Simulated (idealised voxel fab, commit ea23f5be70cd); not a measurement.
The process module presented herein is designated voxel tone inversion.
Pictured: cross-section cut, 270 nm wide, on a grid of 5 nm square cells.
Notation: cross-section as square-cell grid; stated in bands, top first, going down; one or more cell rows per band.
Heads up on the band format: heights come first, top then bottom, in nm. After that it's the materials left to right, each with its width in nm. A single material flagged "all across" fills the whole band edge to edge, and "empty" means there's empty space there.
Beneath 0, the wafer as received is one material, and that level is where height counting begins. The lowest band goes on downward without a bottom; it is written like "0 nm and below".
Quick explanation for "30->40": the width changes in equal steps down the rows of cells, from the first number in the band's top row to the second number in its bottom row.
Key: "no change occurred" - step with no changed cell in the cross-section.
"Cavities, closed": sealed empty spaces, 8 cells or more, no open way to top, listed width x height at distance, with distance from the left edge and width, height and distance in nm.
after a step's settings: what the simulator itself notes on the step
overlay nm: where the mask lay relative to plan, measured to the right, on steps with a mask; negatives go left.

Process steps - plan:
1) RECEIVE [material Si]
2) CONFORMAL_DEP [material SiN] [thk nm 10]
3) DIRECTIONAL_DEP [material polySi] [thk nm 15]
4) PATTERN [tone cover] [mask id POSTS] [material resist] [width nm 20] [pitch nm 40] [thk nm 25] [overlay nm 0]
5) DIRECTIONAL_ETCH [etch materials polySi] [depth nm 15]
6) STRIP [etch materials resist]
7) FILL_DEP [material lowk] [thk nm 5]
8) CMP [height nm 25]
9) STRIP [etch materials polySi]
10) CONFORMAL_DEP [material TiN] [thk nm 5]
11) FILL_DEP [material Ru] [thk nm 10]
12) CMP [height nm 25]
13) CONFORMAL_DEP [material SiCN] [thk nm 5]

The first of a set of two wafers, run to plan:

Cross-section: wafer on arrival = after step 1:
0 nm and below = Si all across
Cavities, closed: none

Wafer after step 2 (cross-section):
10 nm to 0 nm = SiN all across
Below 0, the layers are the same as they were.

Wafer after step 3 (cross-section):
25 nm to 10 nm = polySi all across
Below 10, the layers are the same as they were.

Wafer after step 4 (cross-section):
50 nm to 25 nm = empty=85 | resist=20 | empty=20 | resist=20 | empty=20 | resist=20 | empty=85
Below 25, the layers are the same as they were.

Wafer after step 5 (cross-section):
50 nm to 25 nm = empty=85 | resist=20 | empty=20 | resist=20 | empty=20 | resist=20 | empty=85
25 nm to 10 nm = empty=85 | polySi=20 | empty=20 | polySi=20 | empty=20 | polySi=20 | empty=85
Below 10, the layers are the same as they were.

Wafer after step 6 (cross-section):
25 nm to 10 nm = empty=85 | polySi=20 | empty=20 | polySi=20 | empty=20 | polySi=20 | empty=85
Below 10, the layers are the same as they were.

Wafer after step 7 (cross-section):
30 nm to 25 nm = lowk all across
25 nm to 10 nm = lowk=85 | polySi=20 | lowk=20 | polySi=20 | lowk=20 | polySi=20 | lowk=85
Below 10, the layers are the same as they were.

Wafer after step 8 (cross-section):
25 nm to 10 nm = lowk=85 | polySi=20 | lowk=20 | polySi=20 | lowk=20 | polySi=20 | lowk=85
Below 10, the layers are the same as they were.

Wafer after step 9 (cross-section):
25 nm to 10 nm = lowk=85 | empty=20 | lowk=20 | empty=20 | lowk=20 | empty=20 | lowk=85
Below 10, the layers are the same as they were.

Wafer after step 10 (cross-section):
30 nm to 25 nm = TiN=90 | empty=10 | TiN=30 | empty=10 | TiN=30 | empty=10 | TiN=90
25 nm to 15 nm = lowk=85 | TiN=5 | empty=10 | TiN=5 | lowk=20 | TiN=5 | empty=10 | TiN=5 | lowk=20 | TiN=5 | empty=10 | TiN=5 | lowk=85
15 nm to 10 nm = lowk=85 | TiN=20 | lowk=20 | TiN=20 | lowk=20 | TiN=20 | lowk=85
Below 10, the layers are the same as they were.

Wafer after step 11 (cross-section):
40 nm to 30 nm = Ru all across
30 nm to 25 nm = TiN=90 | Ru=10 | TiN=30 | Ru=10 | TiN=30 | Ru=10 | TiN=90
25 nm to 15 nm = lowk=85 | TiN=5 | Ru=10 | TiN=5 | lowk=20 | TiN=5 | Ru=10 | TiN=5 | lowk=20 | TiN=5 | Ru=10 | TiN=5 | lowk=85
Below 15, the layers are the same as they were.

Wafer after step 12 (cross-section):
25 nm to 15 nm = lowk=85 | TiN=5 | Ru=10 | TiN=5 | lowk=20 | TiN=5 | Ru=10 | TiN=5 | lowk=20 | TiN=5 | Ru=10 | TiN=5 | lowk=85
Below 15, the layers are the same as they were.

Wafer after step 13 (cross-section):
30 nm to 25 nm = SiCN all across
Below 25, the layers are the same as they were.

Second Wafer (Identical Start and Plan, One Processing Error; Matches First Wafer Through Step 3):

Second wafer, sectioned view, at step 4's planned end time:
50 nm to 25 nm = empty=90 | resist=15 | empty=25 | resist=15 | empty=25 | resist=15 | empty=85
Below 25, the layers are the same as they were.

Second wafer, sectioned view, at step 5's planned end time:
50 nm to 25 nm = empty=90 | resist=15 | empty=25 | resist=15 | empty=25 | resist=15 | empty=85
25 nm to 10 nm = empty=90 | polySi=15 | empty=25 | polySi=15 | empty=25 | polySi=15 | empty=85
Below 10, the layers are the same as they were.

Second wafer, sectioned view, at step 6's planned end time:
25 nm to 10 nm = empty=90 | polySi=15 | empty=25 | polySi=15 | empty=25 | polySi=15 | empty=85
Below 10, the layers are the same as they were.

Second wafer, sectioned view, at step 7's planned end time:
30 nm to 25 nm = lowk all across
25 nm to 10 nm = lowk=90 | polySi=15 | lowk=25 | polySi=15 | lowk=25 | polySi=15 | lowk=85
Below 10, the layers are the same as they were.

Second wafer, sectioned view, at step 8's planned end time:
25 nm to 10 nm = lowk=90 | polySi=15 | lowk=25 | polySi=15 | lowk=25 | polySi=15 | lowk=85
Below 10, the layers are the same as they were.

Second wafer, sectioned view, at step 9's planned end time:
25 nm to 10 nm = lowk=90 | empty=15 | lowk=25 | empty=15 | lowk=25 | empty=15 | lowk=85
Below 10, the layers are the same as they were.

Second wafer, sectioned view, at step 10's planned end time:
30 nm to 25 nm = TiN=95 | empty=5 | TiN=35 | empty=5 | TiN=35 | empty=5 | TiN=90
25 nm to 15 nm = lowk=90 | TiN=5 | empty=5 | TiN=5 | lowk=25 | TiN=5 | empty=5 | TiN=5 | lowk=25 | TiN=5 | empty=5 | TiN=5 | lowk=85
15 nm to 10 nm = lowk=90 | TiN=15 | lowk=25 | TiN=15 | lowk=25 | TiN=15 | lowk=85
Below 10, the layers are the same as they were.

Second wafer, sectioned view, at step 11's planned end time:
40 nm to 30 nm = Ru all across
30 nm to 25 nm = TiN=95 | Ru=5 | TiN=35 | Ru=5 | TiN=35 | Ru=5 | TiN=90
25 nm to 15 nm = lowk=90 | TiN=5 | Ru=5 | TiN=5 | lowk=25 | TiN=5 | Ru=5 | TiN=5 | lowk=25 | TiN=5 | Ru=5 | TiN=5 | lowk=85
Below 15, the layers are the same as they were.

Second wafer, sectioned view, at step 12's planned end time:
25 nm to 15 nm = lowk=90 | TiN=5 | Ru=5 | TiN=5 | lowk=25 | TiN=5 | Ru=5 | TiN=5 | lowk=25 | TiN=5 | Ru=5 | TiN=5 | lowk=85
Below 15, the layers are the same as they were.

Second wafer, sectioned view, at step 13's planned end time:
30 nm to 25 nm = SiCN all across
Below 25, the layers are the same as they were.
Error vs. plan: so step 4 ended up running with a different setting than we planned, it ran as PATTERN [tone cover] [mask id POSTS] [material resist] [width nm 15] [pitch nm 40] [thk nm 25] [overlay nm 0]
Per the end-of-run cell counts, the second wafer holds more or fewer of some materials than the first: -6 Ru; -3 TiN; +9 lowk
